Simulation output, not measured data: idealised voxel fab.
process module | voxel transistor to metal
cross-section cut | 185 nm wide | cells 5 nm
A cross-section is a grid of square cells, given in bands from the top down. A band is one or more rows of cells.
Each band's line starts with the height of the band's top and of its bottom, in nm. Then come its materials from left to right, each with its width in nm. One material with "throughout" fills the band from edge to edge. "air" is empty space.
Height 0 is the level under which the wafer as received is all one material. The lowest band goes on downwards, as in "0 down".
A width such as "30 to 40" changes by the same amount from each row of cells to the next, from the band's top row to its bottom row.
"no change" after a step means that no cell of the cross-section changed.
closed voids: empty space of 8 cells or more with no open way to the top, each as width x height at its distance from the left edge, in nm
after a step's settings: what the simulator itself notes on the step
overlay nm, on a step with a mask: how far to the right of its planned place the mask lay; to the left if negative
plan
1 op RECEIVE | material Si
2 op CONFORMAL_DEP | material SiO2 | thk nm 5
3 op CONFORMAL_DEP | material SiN | thk nm 10
4 op DIRECTIONAL_DEP | material aC | thk nm 15
5 op PATTERN | tone cover | mask id ACTIVE | material resist | width nm 100 | thk nm 30 | overlay nm 0
6 op DIRECTIONAL_ETCH | etch materials aC | depth nm 15
7 op STRIP | etch materials resist
8 op DIRECTIONAL_ETCH | etch materials SiN | depth nm 10
9 op DIRECTIONAL_ETCH | etch materials SiO2 | depth nm 5
10 op DIRECTIONAL_ETCH | etch materials Si | depth nm 30
11 op STRIP | etch materials aC
12 op FILL_DEP | material SiO2 | thk nm 15
13 op CMP | height nm 15
14 op SELECTIVE_ETCH | etch materials SiO2 | depth nm 10
15 op STRIP | etch materials SiN
16 op SELECTIVE_ETCH | etch materials SiO2 | depth nm 5
17 op OXIDIZE | depth nm 5
18 op DIRECTIONAL_DEP | material polySi | thk nm 25
19 op DIRECTIONAL_DEP | material SiCN | thk nm 10
20 op DIRECTIONAL_DEP | material aC | thk nm 15
21 op PATTERN | tone cover | mask id GATE | material resist | width nm 20 | thk nm 35 | overlay nm 0
22 op DIRECTIONAL_ETCH | etch materials aC | depth nm 15
23 op STRIP | etch materials resist
24 op DIRECTIONAL_ETCH | etch materials SiCN | depth nm 20
25 op DIRECTIONAL_ETCH | etch materials polySi | depth nm 35
26 op STRIP | etch materials aC
27 op CONFORMAL_DEP | material SiN | thk nm 10
28 op DIRECTIONAL_ETCH | etch materials SiN | depth nm 10
29 op DIRECTIONAL_ETCH | etch materials SiO2 | depth nm 5
30 op DIRECTIONAL_ETCH | etch materials Si | depth nm 10
31 op EPI | material SiGe | thk nm 15
32 op FILL_DEP | material SiO2 | thk nm 5
33 op CMP | height nm 35
34 op DIRECTIONAL_DEP | material SiO2 | thk nm 10
35 op PATTERN | tone open | mask id CONTACT | material resist | width nm 30 | pitch nm 60 | thk nm 15 | overlay nm 0
36 op DIRECTIONAL_ETCH | etch materials SiO2 | depth nm 45
37 op STRIP | etch materials resist
38 op CONFORMAL_DEP | material TiN | thk nm 5
39 op FILL_DEP | material W | thk nm 10
40 op CMP | height nm 45
41 op CONFORMAL_DEP | material SiN | thk nm 5
42 op DIRECTIONAL_DEP | material SiO2 | thk nm 20
43 op MASKED_ETCH | tone open | mask id METAL_1 | width nm 15 | pitch nm 75 | etch materials SiO2 | depth nm 20 | overlay nm 0
44 op MASKED_ETCH | tone open | mask id METAL_1 | width nm 15 | pitch nm 75 | etch materials SiN | depth nm 5 | overlay nm 0
45 op CONFORMAL_DEP | material TiN | thk nm 5
46 op FILL_DEP | material Cu | thk nm 10
47 op CMP | height nm 70
48 op CONFORMAL_DEP | material SiCN | thk nm 5
49 op DIRECTIONAL_DEP | material SiO2 | thk nm 25
50 op PATTERN | tone open | mask id METAL_2 | material resist | width nm 15 | pitch nm 75 | thk nm 15 | overlay nm 0
51 op DIRECTIONAL_ETCH | etch materials SiO2 | depth nm 15
52 op STRIP | etch materials resist
53 op DIRECTIONAL_DEP | material aC | thk nm 15
54 op PATTERN | tone open | mask id METAL_2_HOLES | material resist | width nm 15 | pitch nm 75 | thk nm 35 | overlay nm 0
55 op DIRECTIONAL_ETCH | etch materials aC | depth nm 15
56 op STRIP | etch materials resist
57 op DIRECTIONAL_ETCH | etch materials SiO2 | depth nm 10
58 op DIRECTIONAL_ETCH | etch materials SiCN | depth nm 5
59 op STRIP | etch materials aC
60 op CONFORMAL_DEP | material TiN | thk nm 5
61 op FILL_DEP | material Cu | thk nm 10
62 op CMP | height nm 100
63 op CONFORMAL_DEP | material SiN | thk nm 5
first wafer, as planned
as received, after step 1
  0 down: Si throughout
  closed voids: none
after step 2
  5 to 0: SiO2 throughout
  below 0: unchanged
after step 3
  15 to 5: SiN throughout
  below 5: unchanged
after step 4
  30 to 15: aC throughout
  below 15: unchanged
after step 5
  60 to 30: air 40 | resist 100 | air 45
  below 30: unchanged
after step 6
  45 to 30: air 40 | resist 100 | air 45
  30 to 15: air 40 | aC 100 | air 45
  below 15: unchanged
after step 7
  30 to 15: air 40 | aC 100 | air 45
  below 15: unchanged
after step 8
  30 to 15: air 40 | aC 100 | air 45
  15 to 5: air 40 | SiN 100 | air 45
  below 5: unchanged
after step 9
  30 to 15: air 40 | aC 100 | air 45
  15 to 5: air 40 | SiN 100 | air 45
  5 to 0: air 40 | SiO2 100 | air 45
  below 0: unchanged
after step 10
  30 to 15: air 40 | aC 100 | air 45
  15 to 5: air 40 | SiN 100 | air 45
  5 to 0: air 40 | SiO2 100 | air 45
  0 to -30: air 40 | Si 100 | air 45
  below -30: unchanged
after step 11
  15 to 5: air 40 | SiN 100 | air 45
  below 5: unchanged
after step 12
  30 to 15: SiO2 throughout
  15 to 5: SiO2 40 | SiN 100 | SiO2 45
  5 to 0: SiO2 throughout
  0 to -30: SiO2 40 | Si 100 | SiO2 45
  below -30: unchanged
after step 13
  15 to 5: SiO2 40 | SiN 100 | SiO2 45
  below 5: unchanged
after step 14
  15 to 5: air 40 | SiN 100 | air 45
  below 5: unchanged
after step 15
  5 to 0: SiO2 throughout
  below 0: unchanged
after step 16
  0 to -30: SiO2 40 | Si 100 | SiO2 45
  below -30: unchanged
after step 17
  0 to -5: SiO2 throughout
  below -5: unchanged
after step 18
  25 to 0: polySi throughout
  below 0: unchanged
after step 19
  35 to 25: SiCN throughout
  below 25: unchanged
after step 20
  50 to 35: aC throughout
  below 35: unchanged
after step 21
  85 to 50: air 80 | resist 20 | air 85
  below 50: unchanged
after step 22
  70 to 50: air 80 | resist 20 | air 85
  50 to 35: air 80 | aC 20 | air 85
  below 35: unchanged
after step 23
  50 to 35: air 80 | aC 20 | air 85
  below 35: unchanged
after step 24
  50 to 35: air 80 | aC 20 | air 85
  35 to 25: air 80 | SiCN 20 | air 85
  below 25: unchanged
after step 25
  50 to 35: air 80 | aC 20 | air 85
  35 to 25: air 80 | SiCN 20 | air 85
  25 to 0: air 80 | polySi 20 | air 85
  below 0: unchanged
after step 26
  35 to 25: air 80 | SiCN 20 | air 85
  below 25: unchanged
after step 27
  45 to 35: air 70 | SiN 40 | air 75
  35 to 25: air 70 | SiN 10 | SiCN 20 | SiN 10 | air 75
  25 to 10: air 70 | SiN 10 | polySi 20 | SiN 10 | air 75
  10 to 0: SiN 80 | polySi 20 | SiN 85
  below 0: unchanged
after step 28
  35 to 25: air 70 | SiN 10 | SiCN 20 | SiN 10 | air 75
  25 to 0: air 70 | SiN 10 | polySi 20 | SiN 10 | air 75
  below 0: unchanged
after step 29
  35 to 25: air 70 | SiN 10 | SiCN 20 | SiN 10 | air 75
  25 to 0: air 70 | SiN 10 | polySi 20 | SiN 10 | air 75
  0 to -5: air 70 | SiO2 40 | air 75
  below -5: unchanged
after step 30
  35 to 25: air 70 | SiN 10 | SiCN 20 | SiN 10 | air 75
  25 to 0: air 70 | SiN 10 | polySi 20 | SiN 10 | air 75
  0 to -5: air 70 | SiO2 40 | air 75
  -5 to -15: SiO2 40 | air 30 | Si 40 | air 30 | SiO2 45
  below -15: unchanged
after step 31
  35 to 25: air 70 | SiN 10 | SiCN 20 | SiN 10 | air 75
  25 to 10: air 70 | SiN 10 | polySi 20 | SiN 10 | air 75
  10 to 0: air 55 | SiGe 15 | SiN 10 | polySi 20 | SiN 10 | SiGe 15 | air 60
  0 to -5: air 35 | SiGe 35 | SiO2 40 | SiGe 35 | air 40
  -5 to -15: SiO2 40 | SiGe 30 | Si 40 | SiGe 30 | SiO2 45
  below -15: unchanged
after step 32
  40 to 35: SiO2 throughout
  35 to 25: SiO2 70 | SiN 10 | SiCN 20 | SiN 10 | SiO2 75
  25 to 10: SiO2 70 | SiN 10 | polySi 20 | SiN 10 | SiO2 75
  10 to 0: SiO2 55 | SiGe 15 | SiN 10 | polySi 20 | SiN 10 | SiGe 15 | SiO2 60
  0 to -5: SiO2 35 | SiGe 35 | SiO2 40 | SiGe 35 | SiO2 40
  below -5: unchanged
after step 33
  35 to 25: SiO2 70 | SiN 10 | SiCN 20 | SiN 10 | SiO2 75
  below 25: unchanged
after step 34
  45 to 35: SiO2 throughout
  below 35: unchanged
after step 35
  60 to 45: resist 45 | air 30 | resist 30 | air 30 | resist 50
  below 45: unchanged
after step 36
  60 to 45: resist 45 | air 30 | resist 30 | air 30 | resist 50
  45 to 35: SiO2 45 | air 30 | SiO2 30 | air 30 | SiO2 50
  35 to 25: SiO2 45 | air 25 | SiN 10 | SiCN 20 | SiN 10 | air 25 | SiO2 50
  25 to 10: SiO2 45 | air 25 | SiN 10 | polySi 20 | SiN 10 | air 25 | SiO2 50
  10 to 0: SiO2 45 | air 10 | SiGe 15 | SiN 10 | polySi 20 | SiN 10 | SiGe 15 | air 10 | SiO2 50
  below 0: unchanged
after step 37
  45 to 35: SiO2 45 | air 30 | SiO2 30 | air 30 | SiO2 50
  below 35: unchanged
after step 38
  50 to 45: TiN 50 | air 20 | TiN 40 | air 20 | TiN 55
  45 to 35: SiO2 45 | TiN 5 | air 20 to 15 | TiN 5 to 10 | SiO2 30 | TiN 5 to 10 | air 20 to 15 | TiN 5 | SiO2 50
  35 to 25: SiO2 45 | TiN 5 | air 15 | TiN 5 | SiN 10 | SiCN 20 | SiN 10 | TiN 5 | air 15 | TiN 5 | SiO2 50
  25 to 15: SiO2 45 | TiN 5 | air 15 | TiN 5 | SiN 10 | polySi 20 | SiN 10 | TiN 5 | air 15 | TiN 5 | SiO2 50
  15 to 10: SiO2 45 | TiN 25 | SiN 10 | polySi 20 | SiN 10 | TiN 25 | SiO2 50
  10 to 0: SiO2 45 | TiN 10 | SiGe 15 | SiN 10 | polySi 20 | SiN 10 | SiGe 15 | TiN 10 | SiO2 50
  below 0: unchanged
after step 39
  60 to 50: W throughout
  50 to 45: TiN 50 | W 20 | TiN 40 | W 20 | TiN 55
  45 to 35: SiO2 45 | TiN 5 | W 20 to 15 | TiN 5 to 10 | SiO2 30 | TiN 5 to 10 | W 20 to 15 | TiN 5 | SiO2 50
  35 to 25: SiO2 45 | TiN 5 | W 15 | TiN 5 | SiN 10 | SiCN 20 | SiN 10 | TiN 5 | W 15 | TiN 5 | SiO2 50
  25 to 15: SiO2 45 | TiN 5 | W 15 | TiN 5 | SiN 10 | polySi 20 | SiN 10 | TiN 5 | W 15 | TiN 5 | SiO2 50
  below 15: unchanged
after step 40
  45 to 35: SiO2 45 | TiN 5 | W 20 to 15 | TiN 5 to 10 | SiO2 30 | TiN 5 to 10 | W 20 to 15 | TiN 5 | SiO2 50
  below 35: unchanged
after step 41
  50 to 45: SiN throughout
  below 45: unchanged
after step 42
  70 to 50: SiO2 throughout
  below 50: unchanged
after step 43
  70 to 50: SiO2 45 | air 15 | SiO2 60 | air 15 | SiO2 50
  below 50: unchanged
after step 44
  70 to 50: SiO2 45 | air 15 | SiO2 60 | air 15 | SiO2 50
  50 to 45: SiN 45 | air 15 | SiN 60 | air 15 | SiN 50
  below 45: unchanged
after step 45
  75 to 70: TiN 50 | air 5 | TiN 70 | air 5 | TiN 55
  70 to 50: SiO2 45 | TiN 5 | air 5 | TiN 5 | SiO2 60 | TiN 5 | air 5 | TiN 5 | SiO2 50
  50 to 45: SiN 45 | TiN 15 | SiN 60 | TiN 15 | SiN 50
  below 45: unchanged
after step 46
  85 to 75: Cu throughout
  75 to 70: TiN 50 | Cu 5 | TiN 70 | Cu 5 | TiN 55
  70 to 50: SiO2 45 | TiN 5 | Cu 5 | TiN 5 | SiO2 60 | TiN 5 | Cu 5 | TiN 5 | SiO2 50
  below 50: unchanged
after step 47
  70 to 50: SiO2 45 | TiN 5 | Cu 5 | TiN 5 | SiO2 60 | TiN 5 | Cu 5 | TiN 5 | SiO2 50
  below 50: unchanged
after step 48
  75 to 70: SiCN throughout
  below 70: unchanged
after step 49
  100 to 75: SiO2 throughout
  below 75: unchanged
after step 50
  115 to 100: resist 45 | air 15 | resist 60 | air 15 | resist 50
  below 100: unchanged
after step 51
  115 to 100: resist 45 | air 15 | resist 60 | air 15 | resist 50
  100 to 85: SiO2 45 | air 15 | SiO2 60 | air 15 | SiO2 50
  below 85: unchanged
after step 52
  100 to 85: SiO2 45 | air 15 | SiO2 60 | air 15 | SiO2 50
  below 85: unchanged
after step 53
  115 to 100: aC 45 | air 15 | aC 60 | air 15 | aC 50
  100 to 85: SiO2 45 | aC 15 | SiO2 60 | aC 15 | SiO2 50
  below 85: unchanged
after step 54
  150 to 115: resist 45 | air 15 | resist 60 | air 15 | resist 50
  below 115: unchanged
after step 55
  135 to 115: resist 45 | air 15 | resist 60 | air 15 | resist 50
  115 to 100: aC 45 | air 15 | aC 60 | air 15 | aC 50
  100 to 85: SiO2 45 | air 15 | SiO2 60 | air 15 | SiO2 50
  below 85: unchanged
after step 56
  115 to 100: aC 45 | air 15 | aC 60 | air 15 | aC 50
  below 100: unchanged
after step 57
  115 to 100: aC 45 | air 15 | aC 60 | air 15 | aC 50
  100 to 75: SiO2 45 | air 15 | SiO2 60 | air 15 | SiO2 50
  below 75: unchanged
after step 58
  115 to 100: aC 45 | air 15 | aC 60 | air 15 | aC 50
  100 to 75: SiO2 45 | air 15 | SiO2 60 | air 15 | SiO2 50
  75 to 70: SiCN 45 | air 15 | SiCN 60 | air 15 | SiCN 50
  below 70: unchanged
after step 59
  100 to 75: SiO2 45 | air 15 | SiO2 60 | air 15 | SiO2 50
  below 75: unchanged
after step 60
  105 to 100: TiN 50 | air 5 | TiN 70 | air 5 | TiN 55
  100 to 75: SiO2 45 | TiN 5 | air 5 | TiN 5 | SiO2 60 | TiN 5 | air 5 | TiN 5 | SiO2 50
  75 to 70: SiCN 45 | TiN 15 | SiCN 60 | TiN 15 | SiCN 50
  below 70: unchanged
after step 61
  115 to 105: Cu throughout
  105 to 100: TiN 50 | Cu 5 | TiN 70 | Cu 5 | TiN 55
  100 to 75: SiO2 45 | TiN 5 | Cu 5 | TiN 5 | SiO2 60 | TiN 5 | Cu 5 | TiN 5 | SiO2 50
  below 75: unchanged
after step 62
  100 to 75: SiO2 45 | TiN 5 | Cu 5 | TiN 5 | SiO2 60 | TiN 5 | Cu 5 | TiN 5 | SiO2 50
  below 75: unchanged
after step 63
  105 to 100: SiN throughout
  below 100: unchanged
second wafer: like start, like plan, one mistake. Through step 20 it matches the first wafer
when step 21 should have ended
  85 to 50: air 75 | resist 30 | air 80
  below 50: unchanged
when step 22 should have ended
  70 to 50: air 75 | resist 30 | air 80
  50 to 35: air 75 | aC 30 | air 80
  below 35: unchanged
when step 23 should have ended
  50 to 35: air 75 | aC 30 | air 80
  below 35: unchanged
when step 24 should have ended
  50 to 35: air 75 | aC 30 | air 80
  35 to 25: air 75 | SiCN 30 | air 80
  below 25: unchanged
when step 25 should have ended
  50 to 35: air 75 | aC 30 | air 80
  35 to 25: air 75 | SiCN 30 | air 80
  25 to 0: air 75 | polySi 30 | air 80
  below 0: unchanged
when step 26 should have ended
  35 to 25: air 75 | SiCN 30 | air 80
  below 25: unchanged
when step 27 should have ended
  45 to 35: air 65 | SiN 50 | air 70
  35 to 25: air 65 | SiN 10 | SiCN 30 | SiN 10 | air 70
  25 to 10: air 65 | SiN 10 | polySi 30 | SiN 10 | air 70
  10 to 0: SiN 75 | polySi 30 | SiN 80
  below 0: unchanged
when step 28 should have ended
  35 to 25: air 65 | SiN 10 | SiCN 30 | SiN 10 | air 70
  25 to 0: air 65 | SiN 10 | polySi 30 | SiN 10 | air 70
  below 0: unchanged
when step 29 should have ended
  35 to 25: air 65 | SiN 10 | SiCN 30 | SiN 10 | air 70
  25 to 0: air 65 | SiN 10 | polySi 30 | SiN 10 | air 70
  0 to -5: air 65 | SiO2 50 | air 70
  below -5: unchanged
when step 30 should have ended
  35 to 25: air 65 | SiN 10 | SiCN 30 | SiN 10 | air 70
  25 to 0: air 65 | SiN 10 | polySi 30 | SiN 10 | air 70
  0 to -5: air 65 | SiO2 50 | air 70
  -5 to -15: SiO2 40 | air 25 | Si 50 | air 25 | SiO2 45
  below -15: unchanged
when step 31 should have ended
  35 to 25: air 65 | SiN 10 | SiCN 30 | SiN 10 | air 70
  25 to 10: air 65 | SiN 10 | polySi 30 | SiN 10 | air 70
  10 to 0: air 50 | SiGe 15 | SiN 10 | polySi 30 | SiN 10 | SiGe 15 | air 55
  0 to -5: air 35 | SiGe 30 | SiO2 50 | SiGe 30 | air 40
  -5 to -15: SiO2 40 | SiGe 25 | Si 50 | SiGe 25 | SiO2 45
  below -15: unchanged
when step 32 should have ended
  40 to 35: SiO2 throughout
  35 to 25: SiO2 65 | SiN 10 | SiCN 30 | SiN 10 | SiO2 70
  25 to 10: SiO2 65 | SiN 10 | polySi 30 | SiN 10 | SiO2 70
  10 to 0: SiO2 50 | SiGe 15 | SiN 10 | polySi 30 | SiN 10 | SiGe 15 | SiO2 55
  0 to -5: SiO2 35 | SiGe 30 | SiO2 50 | SiGe 30 | SiO2 40
  below -5: unchanged
when step 33 should have ended
  35 to 25: SiO2 65 | SiN 10 | SiCN 30 | SiN 10 | SiO2 70
  below 25: unchanged
when step 34 should have ended
  45 to 35: SiO2 throughout
  below 35: unchanged
when step 35 should have ended
  60 to 45: resist 45 | air 30 | resist 30 | air 30 | resist 50
  below 45: unchanged
when step 36 should have ended
  60 to 45: resist 45 | air 30 | resist 30 | air 30 | resist 50
  45 to 35: SiO2 45 | air 30 | SiO2 30 | air 30 | SiO2 50
  35 to 25: SiO2 45 | air 20 | SiN 10 | SiCN 30 | SiN 10 | air 20 | SiO2 50
  25 to 10: SiO2 45 | air 20 | SiN 10 | polySi 30 | SiN 10 | air 20 | SiO2 50
  10 to 0: SiO2 45 | air 5 | SiGe 15 | SiN 10 | polySi 30 | SiN 10 | SiGe 15 | air 5 | SiO2 50
  below 0: unchanged
when step 37 should have ended
  45 to 35: SiO2 45 | air 30 | SiO2 30 | air 30 | SiO2 50
  below 35: unchanged
when step 38 should have ended
  50 to 45: TiN 50 | air 20 | TiN 40 | air 20 | TiN 55
  45 to 35: SiO2 45 | TiN 5 | air 20 to 10 | TiN 5 to 15 | SiO2 30 | TiN 5 to 15 | air 20 to 10 | TiN 5 | SiO2 50
  35 to 25: SiO2 45 | TiN 5 | air 10 | TiN 5 | SiN 10 | SiCN 30 | SiN 10 | TiN 5 | air 10 | TiN 5 | SiO2 50
  25 to 15: SiO2 45 | TiN 5 | air 10 | TiN 5 | SiN 10 | polySi 30 | SiN 10 | TiN 5 | air 10 | TiN 5 | SiO2 50
  15 to 10: SiO2 45 | TiN 20 | SiN 10 | polySi 30 | SiN 10 | TiN 20 | SiO2 50
  10 to 0: SiO2 45 | TiN 5 | SiGe 15 | SiN 10 | polySi 30 | SiN 10 | SiGe 15 | TiN 5 | SiO2 50
  below 0: unchanged
when step 39 should have ended
  60 to 50: W throughout
  50 to 45: TiN 50 | W 20 | TiN 40 | W 20 | TiN 55
  45 to 35: SiO2 45 | TiN 5 | W 20 to 10 | TiN 5 to 15 | SiO2 30 | TiN 5 to 15 | W 20 to 10 | TiN 5 | SiO2 50
  35 to 25: SiO2 45 | TiN 5 | W 10 | TiN 5 | SiN 10 | SiCN 30 | SiN 10 | TiN 5 | W 10 | TiN 5 | SiO2 50
  25 to 15: SiO2 45 | TiN 5 | W 10 | TiN 5 | SiN 10 | polySi 30 | SiN 10 | TiN 5 | W 10 | TiN 5 | SiO2 50
  below 15: unchanged
when step 40 should have ended
  45 to 35: SiO2 45 | TiN 5 | W 20 to 10 | TiN 5 to 15 | SiO2 30 | TiN 5 to 15 | W 20 to 10 | TiN 5 | SiO2 50
  below 35: unchanged
when step 41 should have ended
  50 to 45: SiN throughout
  below 45: unchanged
when step 42 should have ended
  70 to 50: SiO2 throughout
  below 50: unchanged
when step 43 should have ended
  70 to 50: SiO2 45 | air 15 | SiO2 60 | air 15 | SiO2 50
  below 50: unchanged
when step 44 should have ended
  70 to 50: SiO2 45 | air 15 | SiO2 60 | air 15 | SiO2 50
  50 to 45: SiN 45 | air 15 | SiN 60 | air 15 | SiN 50
  below 45: unchanged
when step 45 should have ended
  75 to 70: TiN 50 | air 5 | TiN 70 | air 5 | TiN 55
  70 to 50: SiO2 45 | TiN 5 | air 5 | TiN 5 | SiO2 60 | TiN 5 | air 5 | TiN 5 | SiO2 50
  50 to 45: SiN 45 | TiN 15 | SiN 60 | TiN 15 | SiN 50
  below 45: unchanged
when step 46 should have ended
  85 to 75: Cu throughout
  75 to 70: TiN 50 | Cu 5 | TiN 70 | Cu 5 | TiN 55
  70 to 50: SiO2 45 | TiN 5 | Cu 5 | TiN 5 | SiO2 60 | TiN 5 | Cu 5 | TiN 5 | SiO2 50
  below 50: unchanged
when step 47 should have ended
  70 to 50: SiO2 45 | TiN 5 | Cu 5 | TiN 5 | SiO2 60 | TiN 5 | Cu 5 | TiN 5 | SiO2 50
  below 50: unchanged
when step 48 should have ended
  75 to 70: SiCN throughout
  below 70: unchanged
when step 49 should have ended
  100 to 75: SiO2 throughout
  below 75: unchanged
when step 50 should have ended
  115 to 100: resist 45 | air 15 | resist 60 | air 15 | resist 50
  below 100: unchanged
when step 51 should have ended
  115 to 100: resist 45 | air 15 | resist 60 | air 15 | resist 50
  100 to 85: SiO2 45 | air 15 | SiO2 60 | air 15 | SiO2 50
  below 85: unchanged
when step 52 should have ended
  100 to 85: SiO2 45 | air 15 | SiO2 60 | air 15 | SiO2 50
  below 85: unchanged
when step 53 should have ended
  115 to 100: aC 45 | air 15 | aC 60 | air 15 | aC 50
  100 to 85: SiO2 45 | aC 15 | SiO2 60 | aC 15 | SiO2 50
  below 85: unchanged
when step 54 should have ended
  150 to 115: resist 45 | air 15 | resist 60 | air 15 | resist 50
  below 115: unchanged
when step 55 should have ended
  135 to 115: resist 45 | air 15 | resist 60 | air 15 | resist 50
  115 to 100: aC 45 | air 15 | aC 60 | air 15 | aC 50
  100 to 85: SiO2 45 | air 15 | SiO2 60 | air 15 | SiO2 50
  below 85: unchanged
when step 56 should have ended
  115 to 100: aC 45 | air 15 | aC 60 | air 15 | aC 50
  below 100: unchanged
when step 57 should have ended
  115 to 100: aC 45 | air 15 | aC 60 | air 15 | aC 50
  100 to 75: SiO2 45 | air 15 | SiO2 60 | air 15 | SiO2 50
  below 75: unchanged
when step 58 should have ended
  115 to 100: aC 45 | air 15 | aC 60 | air 15 | aC 50
  100 to 75: SiO2 45 | air 15 | SiO2 60 | air 15 | SiO2 50
  75 to 70: SiCN 45 | air 15 | SiCN 60 | air 15 | SiCN 50
  below 70: unchanged
when step 59 should have ended
  100 to 75: SiO2 45 | air 15 | SiO2 60 | air 15 | SiO2 50
  below 75: unchanged
when step 60 should have ended
  105 to 100: TiN 50 | air 5 | TiN 70 | air 5 | TiN 55
  100 to 75: SiO2 45 | TiN 5 | air 5 | TiN 5 | SiO2 60 | TiN 5 | air 5 | TiN 5 | SiO2 50
  75 to 70: SiCN 45 | TiN 15 | SiCN 60 | TiN 15 | SiCN 50
  below 70: unchanged
when step 61 should have ended
  115 to 105: Cu throughout
  105 to 100: TiN 50 | Cu 5 | TiN 70 | Cu 5 | TiN 55
  100 to 75: SiO2 45 | TiN 5 | Cu 5 | TiN 5 | SiO2 60 | TiN 5 | Cu 5 | TiN 5 | SiO2 50
  below 75: unchanged
when step 62 should have ended
  100 to 75: SiO2 45 | TiN 5 | Cu 5 | TiN 5 | SiO2 60 | TiN 5 | Cu 5 | TiN 5 | SiO2 50
  below 75: unchanged
when step 63 should have ended
  105 to 100: SiN throughout
  below 100: unchanged
what went wrong: step 21 ran as: op PATTERN | tone cover | mask id GATE | material resist | width nm 30 | thk nm 35 | overlay nm 0
at the end the second wafer has, in cells: 4 more of Si | 4 more of SiCN | 6 fewer of SiGe | 2 more of SiO2 | 4 fewer of TiN | 10 fewer of W | 10 more of polySi
